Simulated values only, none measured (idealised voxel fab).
Module name: voxel plated lines (process module)
The figure presents cross-section cut, which has a width of 260 nm and is divided into square cells with an edge length of 5 nm.
A cross-section is written here as square cells arranged in a grid, and it is given in bands from the top down, each band taking up one or more rows of cells. Per band: top height and bottom height in nm, followed by the left-to-right materials and their widths in nm; "full width" marks a single material spanning edge to edge, "empty" marks empty space. Measure heights from 0. That's the level where, below it, the as-received wafer is all one material. The lowest band is bottomless and extends downward; write it as in "from 0 down". When a width is written as two numbers, as in "30 to 40", the first number is the width in the top row of cells of the band and the second is the width in its bottom row, and the width changes by the same amount from each row to the next. It should be understood that the words "no alterations made", when stated for a given step, signify that the cross-section underwent no change in any of its cells during that step. Empty spaces counting at least 8 cells and having no open way to the top are listed in "Unvented internal voids". The notation width x height at distance is used for each, the distance being from the left edge and all three values in nm. Step line, after settings: the simulator's comment on this step. overlay nm: step with mask; distance mask lay right of planned place; negative value = left of planned place.
LISTED BELOW ARE THE PROCESS STEPS AS PLANNED
- 1: RECEIVE,material Si
- 2: CONFORMAL_DEP,material SiO2,thk nm 5
- 3: DIRECTIONAL_DEP,material TiN,thk nm 5
- 4: PATTERN,tone open,mask id LINES,material resist,width nm 30,pitch nm 50,thk nm 35,overlay nm 0
- 5: EPI,material Ru,thk nm 5
- 6: EPI,material Ru,thk nm 10
- 7: EPI,material Ru,thk nm 5
- 8: STRIP,etch materials resist
- 9: DIRECTIONAL_ETCH,etch materials TiN,depth nm 5
- 10: CONFORMAL_DEP,material SiO2,thk nm 10
CROSS-SECTION OF THE WAFER AS IT CAME TO US, I.E., ALREADY THROUGH STEP 1
from 0 down = Si full width
Unvented internal voids: none
FIGURE: CROSS-SECTIONAL VIEW OF THE WAFER UPON COMPLETION OF THE MODULE, PROCESSED FROM THE INITIAL STATE AND ACCORDING TO THE PLAN DEPICTED ABOVE, WITH ONE ERROR INTRODUCED DURING EXECUTION
from 20 to 0 = SiO2 full width
from 0 down = Si full width
Unvented internal voids: none
Run error: step 3 changed vs plan, executed as DIRECTIONAL_DEP,material SiO2,thk nm 5
